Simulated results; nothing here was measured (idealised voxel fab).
Module name: voxel gate over fins (process module)
Shown is cross-section cut, with a width of 250 nm and square cells of size 5 nm.
In this document a cross-section is written as a grid of square cells. It is given as a series of bands, listed from the top down, and a band is one or more rows of cells. For a band, the entry starts with two heights in nm, that of the top and then that of the bottom, and carries on with the band's materials in order from left to right, each alongside its width in nm; the word "full width" beside a single material means it fills the band edge to edge, and "air" means empty space. Heights are measured from 0, the level below which the as-received wafer is all one material; the lowest band has no bottom and continues downward, written as in "0..down". A width given as "30 to 40" starts at the first number in the band's top row and ends at the second number in its bottom row, shifting by an equal amount at every step from row to row. Step note "left unchanged" = no cross-section cell changed. Empty spaces without an open route to the top, at least 8 cells in extent, make up the entry "Sealed internal voids"; each is given as width x height at distance, where the distance is measured from the left edge, and all are in nm. If you see something after the settings on a step's line, that's the simulator's own remark about that step. You can add "overlay nm" to a step's line. For a step with a mask, it describes how far the mask lay to the right of its planned position, and a negative number describes a lay to the left.

LIST OF PLANNED PROCESS STEPS
1. RECEIVE with material Si
2. CONFORMAL_DEP with material SiN, thk nm 10
3. DIRECTIONAL_DEP with material aC, thk nm 10
4. PATTERN with tone cover, mask id FINS, material resist, width nm 15, pitch nm 50, thk nm 25, overlay nm 0
5. DIRECTIONAL_ETCH with etch materials aC, depth nm 10
6. STRIP with etch materials resist
7. DIRECTIONAL_ETCH with etch materials SiN, depth nm 10
8. DIRECTIONAL_ETCH with etch materials Si, depth nm 35
9. STRIP with etch materials aC
10. FILL_DEP with material SiO2, thk nm 5
11. CMP with height nm 10
12. MASKED_ETCH with tone open, mask id RAIL, width nm 15, etch materials SiO2, depth nm 40, overlay nm -15
13. CONFORMAL_DEP with material TiN, thk nm 5
14. FILL_DEP with material Ru, thk nm 10
15. CMP with height nm 10
16. SELECTIVE_ETCH with etch materials W Ru TiN, depth nm 35
17. FILL_DEP with material SiO2, thk nm 5
18. CMP with height nm 10
19. SELECTIVE_ETCH with etch materials SiO2, depth nm 25
20. STRIP with etch materials SiN
21. CONFORMAL_DEP with material HfO2, thk nm 5
22. CONFORMAL_DEP with material TiN, thk nm 5
23. CONFORMAL_DEP with material TiAl, thk nm 5
24. CONFORMAL_DEP with material TiN, thk nm 5
25. FILL_DEP with material W, thk nm 10
26. CMP with height nm 25
27. CONFORMAL_DEP with material SiCN, thk nm 5
Be aware that, although all wafers share a common starting state, the overlay nm at step 12 differs among them, and the plan displays the first wafer's value.

FIRST WAFER AS RECEIVED, AFTER STEP 1
    0..down = Si full width
    Sealed internal voids: none

AFTER THE MODULE'S FINAL STEP, STEP 27: THE FIRST OF SEVERAL WAFERS IN CROSS-SECTION
    30..25 = SiCN full width
    25..20 = W full width
    20..15 = W 70 | TiN 105 | W 75
    15..10 = W 70 | TiN 5 | TiAl 45 | TiN 5 | TiAl 45 | TiN 5 | W 75
    10..5 = W 70 | TiN 5 | TiAl 5 | TiN 35 | TiAl 5 | TiN 5 | TiAl 5 | TiN 35 | TiAl 5 | TiN 5 | W 75
    5..0 = TiN 75 | TiAl 5 | TiN 5 | HfO2 25 | TiN 5 | TiAl 5 | TiN 5 | TiAl 5 | TiN 5 | HfO2 25 | TiN 5 | TiAl 5 | TiN 80
    0..-5 = TiAl 80 | TiN 5 | HfO2 5 | Si 15 | HfO2 5 | TiN 5 | TiAl 15 | TiN 5 | HfO2 5 | Si 15 | HfO2 5 | TiN 5 | TiAl 85
    -5..-10 = TiN 85 | HfO2 5 | Si 15 | HfO2 5 | TiN 25 | HfO2 5 | Si 15 | HfO2 5 | TiN 90
    -10..-15 = HfO2 90 | Si 15 | HfO2 35 | Si 15 | HfO2 95
    -15..-25 = SiO2 90 | Si 15 | SiO2 35 | Si 15 | SiO2 95
    -25..-30 = SiO2 90 | Si 15 | TiN 10 | SiO2 25 | Si 15 | SiO2 95
    -30..-35 = SiO2 90 | Si 15 | SiO2 35 | Si 15 | SiO2 95
    -35..down = Si full width
    Sealed internal voids: none

END OF MODULE, LAST WAFER SECTIONED
    30..25 = SiCN full width
    25..20 = W full width
    20..15 = W 70 | TiN 105 | W 75
    15..10 = W 70 | TiN 5 | TiAl 45 | TiN 5 | TiAl 45 | TiN 5 | W 75
    10..5 = W 70 | TiN 5 | TiAl 5 | TiN 35 | TiAl 5 | TiN 5 | TiAl 5 | TiN 35 | TiAl 5 | TiN 5 | W 75
    5..0 = TiN 75 | TiAl 5 | TiN 5 | HfO2 25 | TiN 5 | TiAl 5 | TiN 5 | TiAl 5 | TiN 5 | HfO2 25 | TiN 5 | TiAl 5 | TiN 80
    0..-5 = TiAl 80 | TiN 5 | HfO2 5 | Si 15 | HfO2 5 | TiN 5 | TiAl 15 | TiN 5 | HfO2 5 | Si 15 | HfO2 5 | TiN 5 | TiAl 85
    -5..-10 = TiN 85 | HfO2 5 | Si 15 | HfO2 5 | TiN 25 | HfO2 5 | Si 15 | HfO2 5 | TiN 90
    -10..-15 = HfO2 90 | Si 15 | HfO2 35 | Si 15 | HfO2 95
    -15..-25 = SiO2 90 | Si 15 | SiO2 35 | Si 15 | SiO2 95
    -25..-30 = SiO2 90 | Si 15 | SiO2 25 | TiN 10 | Si 15 | SiO2 95
    -30..-35 = SiO2 90 | Si 15 | SiO2 35 | Si 15 | SiO2 95
    -35..down = Si full width
    Sealed internal voids: none

PER WAFER (ROW), END OF MODULE: DELTA IN CELLS PER MATERIAL SINCE RECEIPT, (+) FOR GAINED, (-) FOR LOST; CLOSED VOIDS AFTER THAT
overlay nm -15; +62 HfO2; -308 Si; +50 SiCN; +174 SiO2; +62 TiAl; +123 TiN; +137 W; Sealed internal voids: none
overlay nm -10; +62 HfO2; -308 Si; +50 SiCN; +173 SiO2; +62 TiAl; +124 TiN; +137 W; Sealed internal voids: none
overlay nm -5; +62 HfO2; -308 Si; +50 SiCN; +173 SiO2; +62 TiAl; +124 TiN; +137 W; Sealed internal voids: none
overlay nm 0; +62 HfO2; -308 Si; +50 SiCN; +173 SiO2; +62 TiAl; +124 TiN; +137 W; Sealed internal voids: none
overlay nm 5; +62 HfO2; -308 Si; +50 SiCN; +173 SiO2; +62 TiAl; +124 TiN; +137 W; Sealed internal voids: none
overlay nm 10; +62 HfO2; -308 Si; +50 SiCN; +173 SiO2; +62 TiAl; +124 TiN; +137 W; Sealed internal voids: none
overlay nm 15; +62 HfO2; -308 Si; +50 SiCN; +174 SiO2; +62 TiAl; +123 TiN; +137 W; Sealed internal voids: none
